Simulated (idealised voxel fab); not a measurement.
process module | voxel released beams
cross-section cut | 285 nm wide | cells 5 nm
A cross-section is a grid of square cells, given in bands from the top down. A band is one or more rows of cells.
Each band's line starts with the height of the band's top and of its bottom, in nm. Then come its materials from left to right, each with its width in nm. One material with "throughout" fills the band from edge to edge. "air" is empty space.
Height 0 is the level under which the wafer as received is all one material. The lowest band goes on downwards, as in "0 down".
A width such as "30 to 40" changes by the same amount from each row of cells to the next, from the band's top row to its bottom row.
"no change" after a step means that no cell of the cross-section changed.
closed voids: empty space of 8 cells or more with no open way to the top, each as width x height at its distance from the left edge, in nm
after a step's settings: what the simulator itself notes on the step
overlay nm, on a step with a mask: how far to the right of its planned place the mask lay; to the left if negative
plan
1 op RECEIVE | material Si
2 op CONFORMAL_DEP | material SiN | thk nm 5
3 op DIRECTIONAL_DEP | material SiO2 | thk nm 20
4 op PATTERN | tone open | mask id ANCHOR | material resist | width nm 30 | thk nm 15 | overlay nm 0
5 op DIRECTIONAL_ETCH | etch materials SiO2 | depth nm 20
6 op STRIP | etch materials resist
7 op CONFORMAL_DEP | material TiN | thk nm 10
8 op DIRECTIONAL_DEP | material aC | thk nm 10
9 op PATTERN | tone cover | mask id BEAM | material resist | width nm 110 | thk nm 25 | overlay nm 0
10 op DIRECTIONAL_ETCH | etch materials aC | depth nm 10
11 op STRIP | etch materials resist
12 op DIRECTIONAL_ETCH | etch materials TiN | depth nm 10
13 op STRIP | etch materials aC
14 op STRIP | etch materials SiO2
as received, after step 1
  0 down: Si throughout
  closed voids: none
first wafer at the end, as planned
  35 to 25: air 85 | TiN 15 | air 10 | TiN 85 | air 90
  25 to 15: air 90 | TiN 10 | air 10 | TiN 10 | air 165
  15 to 5: air 90 | TiN 30 | air 165
  5 to 0: SiN throughout
  0 down: Si throughout
  closed voids: none
second wafer at the end: like start, like plan, one mistake
  35 to 25: SiN 100 | air 10 | SiN 175
  25 to 15: SiO2 90 | SiN 10 | air 10 | SiN 10 | SiO2 165
  15 to 5: SiO2 90 | SiN 30 | SiO2 165
  5 to 0: SiN throughout
  0 down: Si throughout
  closed voids: none
what went wrong: step 7 ran as: op CONFORMAL_DEP | material SiN | thk nm 10
at the end the second wafer has, in cells: 130 more of SiN | 204 more of SiO2 | 60 fewer of TiN
